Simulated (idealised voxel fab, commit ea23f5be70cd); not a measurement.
Process module in this document: voxel gate over fins
We display cut, a cross-section 205 nm in width whose square cells are each 5 nm.
In what follows, cross-sections appear as grids of square cells, described through bands that run from the top down, where every band is one or more rows of cells.
This entry defines a band. It first specifies the height of the band's top and the height of its bottom in nm, and then specifies the band's materials from left to right, stating each material with its width in nm. The word "throughout" identifies a single material that fills the band from edge to edge, while the word "air" identifies empty space.
Height 0 is the level under which the wafer as received is all one material. The lowest band goes on downwards, as in "0 and below".
Top row gets the first number, bottom row gets the second, and each row in between changes by the same step: that is how a band width like "30 to 40" works.
Basically "changes: none" means that step didn't change any cell in the cross-section.
You'll see "Trapped voids" listing empty spaces that have no way open to the top, as long as they're 8 cells or more; the notation is width x height at distance, where the distance is from the left edge, and all of it is in nm.
after a step's settings: what the simulator itself notes on the step
Regarding "overlay nm": on a step with a mask, it is the distance the mask lay to the right of its planned place; a negative value places it to the left.

## List of planned process steps
- 1: RECEIVE: material Si
- 2: CONFORMAL_DEP: material SiN, thk nm 5
- 3: PATTERN: tone cover, mask id FINS, material resist, width nm 15, pitch nm 45, thk nm 20, overlay nm 0
- 4: DIRECTIONAL_ETCH: etch materials SiN, depth nm 5
- 5: DIRECTIONAL_ETCH: etch materials Si, depth nm 30
- 6: STRIP: etch materials resist
- 7: FILL_DEP: material SiO2, thk nm 5
- 8: CMP: height nm 5
- 9: SELECTIVE_ETCH: etch materials SiO2, depth nm 20
- 10: STRIP: etch materials SiN
- 11: CONFORMAL_DEP: material HfO2, thk nm 5
- 12: CONFORMAL_DEP: material TiN, thk nm 5
- 13: CONFORMAL_DEP: material TiAl, thk nm 5
- 14: CONFORMAL_DEP: material TiN, thk nm 5
- 15: FILL_DEP: material W, thk nm 15
- 16: CMP: height nm 30
- 17: CONFORMAL_DEP: material SiN, thk nm 10

## Received-state cross-section, reflecting completion of step 1
  0 and below = Si throughout
  Trapped voids: none

## Same starting wafer, same plan as above, one mistake in the execution; this is the cross-section at the end of the module
  40 down to 30 = SiN throughout
  30 down to 15 = W throughout
  15 down to 10 = W (55); TiN (90); W (60)
  10 down to 5 = W (55); TiN (5); TiAl (35); TiN (10); TiAl (35); TiN (5); W (60)
  5 down to 0 = W (55); TiN (5); TiAl (5); HfO2 (25); TiAl (5); TiN (10); TiAl (5); HfO2 (25); TiAl (5); TiN (5); W (60)
  0 down to -5 = TiN (60); TiAl (5); HfO2 (5); Si (15); HfO2 (5); TiAl (5); TiN (10); TiAl (5); HfO2 (5); Si (15); HfO2 (5); TiAl (5); TiN (65)
  -5 down to -10 = TiAl (65); HfO2 (5); Si (15); HfO2 (5); TiAl (20); HfO2 (5); Si (15); HfO2 (5); TiAl (70)
  -10 down to -15 = HfO2 (70); Si (15); HfO2 (30); Si (15); HfO2 (75)
  -15 down to -30 = SiO2 (70); Si (15); SiO2 (30); Si (15); SiO2 (75)
  -30 and below = Si throughout
  Trapped voids: none
Heads up, the wafer didn't run the way we planned it: step 12 was left out
